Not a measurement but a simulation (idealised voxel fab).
process module | voxel self aligned vias
cross-section cut | 225 nm wide | cells 5 nm
A cross-section is a grid of square cells, given in bands from the top down. A band is one or more rows of cells.
Each band's line starts with the height of the band's top and of its bottom, in nm. Then come its materials from left to right, each with its width in nm. One material with "throughout" fills the band from edge to edge. "air" is empty space.
Height 0 is the level under which the wafer as received is all one material. The lowest band goes on downwards, as in "0 down".
A width such as "30 to 40" changes by the same amount from each row of cells to the next, from the band's top row to its bottom row.
"no change" after a step means that no cell of the cross-section changed.
closed voids: empty space of 8 cells or more with no open way to the top, each as width x height at its distance from the left edge, in nm
after a step's settings: what the simulator itself notes on the step
overlay nm, on a step with a mask: how far to the right of its planned place the mask lay; to the left if negative
plan
1 op RECEIVE | material Si
2 op CONFORMAL_DEP | material SiO2 | thk nm 10
3 op CONFORMAL_DEP | material SiCN | thk nm 5
4 op DIRECTIONAL_DEP | material lowk | thk nm 20
5 op PATTERN | tone open | mask id LINES | material resist | width nm 20 | pitch nm 60 | thk nm 15 | overlay nm 0
6 op DIRECTIONAL_ETCH | etch materials lowk | depth nm 20
7 op STRIP | etch materials resist
8 op CONFORMAL_DEP | material TiN | thk nm 5
9 op FILL_DEP | material W | thk nm 5
10 op CMP | height nm 35
11 op SELECTIVE_ETCH | etch materials W Ru TiN | depth nm 5
12 op FILL_DEP | material SiN | thk nm 10
13 op CMP | height nm 35
14 op DIRECTIONAL_DEP | material lowk | thk nm 15
15 op DIRECTIONAL_DEP | material aC | thk nm 15
16 op PATTERN | tone open | mask id VIAS | material resist | width nm 40 | pitch nm 60 | thk nm 30 | overlay nm 0
17 op DIRECTIONAL_ETCH | etch materials aC | depth nm 15
18 op STRIP | etch materials resist
19 op DIRECTIONAL_ETCH | etch materials lowk | depth nm 15
20 op DIRECTIONAL_ETCH | etch materials SiN | depth nm 5
21 op STRIP | etch materials aC
22 op CONFORMAL_DEP | material TiN | thk nm 5
23 op FILL_DEP | material Cu | thk nm 5
24 op CMP | height nm 50
25 op CONFORMAL_DEP | material SiN | thk nm 5
as received, after step 1
  0 down: Si throughout
  closed voids: none
a wafer at the end: this start, this plan, one mistake
  55 to 50: SiN throughout
  50 to 35: lowk 60 | TiN 5 | Cu 30 | TiN 5 | lowk 20 | TiN 5 | Cu 30 | TiN 5 | lowk 65
  35 to 30: lowk 60 | TiN 40 | lowk 20 | TiN 40 | lowk 65
  30 to 20: lowk 60 | TiN 15 | W 10 | TiN 15 | lowk 20 | TiN 15 | W 10 | TiN 15 | lowk 65
  20 to 15: lowk 70 | TiN 20 | lowk 40 | TiN 20 | lowk 75
  15 to 10: SiCN throughout
  10 to 0: SiO2 throughout
  0 down: Si throughout
  closed voids: none
what went wrong: step 19 was run twice
